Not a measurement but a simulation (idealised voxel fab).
The name of this process module is voxel wiring stack.
This is section cut - it's 270 nm across, gridded in 5 nm square cells.
Cross-section layout: square cells on a grid; listed as bands, top to bottom; a band spans one or more cell rows.
Heights first: top, then bottom, in nm. Then materials, left to right, each with a width in nm. "throughout" on a single material: fills the band edge to edge. "blank": empty space.
Where do heights start? At 0: under that level the wafer as delivered is made of one material only. And the lowest band has no floor; it just carries on downward, as in "0 down".
A two-number width, for instance "30 to 40", indicates that the width is equal to the first number in the top row of the band and to the second number in the bottom row, and that it changes by a constant amount per row of cells.
The cross-section has no changed cell in any step marked "nothing changed".
Each empty space that has no open way to the top and spans at least 8 cells appears under "Closed void list" as width x height at distance, the distance counted from the left edge, all in nm.
Formally, on a step line, whatever follows the settings is a remark that the simulator itself makes on the step.
"overlay nm", when on a step's line for a step with a mask, measures how far to the right of its planned place the mask lay; a negative measure means to the left.

Process steps (planned)
1) RECEIVE,material Si
2) CONFORMAL_DEP,material SiO2,thk nm 15
3) DIRECTIONAL_DEP,material TiN,thk nm 5
4) DIRECTIONAL_DEP,material W,thk nm 15
5) MASKED_ETCH,tone cover,mask id METAL_1,width nm 25,pitch nm 50,etch materials W,depth nm 15,overlay nm 0
6) MASKED_ETCH,tone cover,mask id METAL_1,width nm 25,pitch nm 50,etch materials TiN,depth nm 5,overlay nm 0
7) FILL_DEP,material SiO2,thk nm 10
8) CMP,height nm 35
9) CONFORMAL_DEP,material SiCN,thk nm 5
10) DIRECTIONAL_DEP,material SiO2,thk nm 35
11) DIRECTIONAL_DEP,material aC,thk nm 15
12) PATTERN,tone open,mask id METAL_2_HOLES,material resist,width nm 15,thk nm 30,overlay nm 0
13) DIRECTIONAL_ETCH,etch materials aC,depth nm 15
14) STRIP,etch materials resist
15) DIRECTIONAL_ETCH,etch materials SiO2,depth nm 35
16) STRIP,etch materials aC
17) MASKED_ETCH,tone open,mask id METAL_2,width nm 25,pitch nm 50,etch materials SiO2,depth nm 20,overlay nm 0
18) MASKED_ETCH,tone open,mask id METAL_2,width nm 25,pitch nm 50,etch materials SiCN,depth nm 5,overlay nm 0
19) CONFORMAL_DEP,material TiN,thk nm 5
20) FILL_DEP,material Cu,thk nm 5
21) CMP,height nm 75
22) CONFORMAL_DEP,material SiCN,thk nm 5
23) DIRECTIONAL_DEP,material SiO2,thk nm 35
24) MASKED_ETCH,tone open,mask id METAL_3_HOLES,width nm 15,etch materials SiO2,depth nm 35,overlay nm 0
25) PATTERN,tone open,mask id METAL_3,material resist,width nm 25,pitch nm 50,thk nm 15,overlay nm 0
26) DIRECTIONAL_ETCH,etch materials SiO2,depth nm 20
27) DIRECTIONAL_ETCH,etch materials SiCN,depth nm 5
28) STRIP,etch materials resist
29) CONFORMAL_DEP,material TiN,thk nm 5
30) FILL_DEP,material Ru,thk nm 10
31) CMP,height nm 115
32) CONFORMAL_DEP,material SiCN,thk nm 5

Incoming wafer, cross-sectional view, post step 1
	0 down = Si throughout
	Closed void list: none

One mistake in running the module, otherwise start and plan as above: cross-section at the end
	120 to 115 = SiCN throughout
	115 to 100 = Ru: 105; TiN: 5; SiO2: 10; TiN: 5; Ru: 15; TiN: 5; SiO2: 25; TiN: 5; Ru: 95
	100 to 95 = TiN: 100; Ru: 5; TiN: 5; SiO2: 10; TiN: 25; SiO2: 25; TiN: 100
	95 to 85 = SiO2: 95; TiN: 5; Ru: 5; TiN: 5; SiO2: 160
	85 to 80 = SiO2: 95; TiN: 15; SiO2: 160
	80 to 75 = SiCN throughout
	75 to 60 = SiO2: 95; TiN: 5; Cu: 15; TiN: 5; SiO2: 25; TiN: 5; Cu: 15; TiN: 5; SiO2: 100
	60 to 55 = SiO2: 95; TiN: 5; Cu: 5; TiN: 15; SiO2: 25; TiN: 25; SiO2: 100
	55 to 40 = SiO2: 95; TiN: 5; Cu: 5; TiN: 5; SiO2: 160
	40 to 35 = SiCN: 95; TiN: 15; SiCN: 160
	35 to 20 = SiO2: 95; W: 25; SiO2: 25; W: 25; SiO2: 100
	20 to 15 = SiO2: 95; TiN: 25; SiO2: 25; TiN: 25; SiO2: 100
	15 to 0 = SiO2 throughout
	0 down = Si throughout
	Closed void list: none
Deviation from plan: step 25 was not run as planned; what actually ran was PATTERN,tone cover,mask id METAL_3,material resist,width nm 25,pitch nm 50,thk nm 15,overlay nm 0
